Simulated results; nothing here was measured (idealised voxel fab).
Title: Process Module voxel self aligned vias
Each square cell in cross-section cut measures 5 nm, and the section as a whole is 270 nm wide.
In this document a cross-section is written as a grid of square cells. It is given as a series of bands, listed from the top down, and a band is one or more rows of cells. Within each band entry, the heights of the top and of the bottom of the band appear first, in that order and in nm; the materials of the band then follow from left to right, each with its corresponding width in nm. The designation "all across" on a single material indicates that it fills the band from edge to edge; the designation "air" indicates empty space. Below 0: as-received wafer, all one material; heights counted from there. Lowest band: no bottom, goes on down, written "top 0, no bottom". The expression "30->40" gives the width at the extremes of the band, the first number at its top row of cells and the second at its bottom row, with the width changing by equal amounts from each row to the next in between. Given "nothing got changed" for a step, no cell of the cross-section differs between before and after that step. Entry "Enclosed void catalog". Content: empty spaces with no open connection to the top, size 8 cells or greater. Each: width x height at distance. Distance: from left edge. Unit: nm. That trailing text on a step's line, after the settings, is the simulator's own remark on the step. The setting "overlay nm" may be written on the line of a step. When the step uses a mask, the value reports how far to the right of the planned place the mask lay, and a negative value reports that it lay to the left.
Steps in the process plan:
1,RECEIVE,material Si
2,CONFORMAL_DEP,material SiO2,thk nm 10
3,CONFORMAL_DEP,material SiCN,thk nm 5
4,DIRECTIONAL_DEP,material SiO2,thk nm 30
5,PATTERN,tone open,mask id LINES,material resist,width nm 20,pitch nm 55,thk nm 15,overlay nm 0
6,DIRECTIONAL_ETCH,etch materials SiO2,depth nm 30
7,STRIP,etch materials resist
8,CONFORMAL_DEP,material TiN,thk nm 5
9,FILL_DEP,material W,thk nm 10
10,CMP,height nm 45
11,SELECTIVE_ETCH,etch materials W Ru TiN,depth nm 5
12,FILL_DEP,material SiN,thk nm 5
13,CMP,height nm 45
14,DIRECTIONAL_DEP,material SiO2,thk nm 15
15,DIRECTIONAL_DEP,material aC,thk nm 10
16,PATTERN,tone open,mask id VIAS,material resist,width nm 30,pitch nm 110,thk nm 25,overlay nm 0
17,DIRECTIONAL_ETCH,etch materials aC,depth nm 10
18,STRIP,etch materials resist
19,DIRECTIONAL_ETCH,etch materials SiO2,depth nm 15
20,DIRECTIONAL_ETCH,etch materials SiN,depth nm 5
21,STRIP,etch materials aC
22,CONFORMAL_DEP,material TiN,thk nm 5
23,FILL_DEP,material Cu,thk nm 5
24,CMP,height nm 60
25,CONFORMAL_DEP,material SiN,thk nm 5
The plan shows the width nm of step 16 as the first wafer had it; this setting differs between the wafers, which start out alike.
Received condition of the first of several wafers, sectioned: post-step 1:
  top 0, no bottom | Si all across
  Enclosed void catalog: none
Wafer rows, end of module: cells per material gained (+) or lost (-) since receipt; closed voids last:
width nm 30; +20 Cu; +54 SiCN; +58 SiN; +486 SiO2; +60 TiN; +24 W; Enclosed void catalog: none
width nm 35; +24 Cu; +54 SiCN; +58 SiN; +480 SiO2; +62 TiN; +24 W; Enclosed void catalog: none
width nm 40; +28 Cu; +54 SiCN; +58 SiN; +474 SiO2; +64 TiN; +24 W; Enclosed void catalog: none
width nm 45; +32 Cu; +54 SiCN; +58 SiN; +468 SiO2; +66 TiN; +24 W; Enclosed void catalog: none
width nm 50; +36 Cu; +54 SiCN; +58 SiN; +462 SiO2; +68 TiN; +24 W; Enclosed void catalog: none
width nm 55; +40 Cu; +54 SiCN; +58 SiN; +456 SiO2; +70 TiN; +24 W; Enclosed void catalog: none
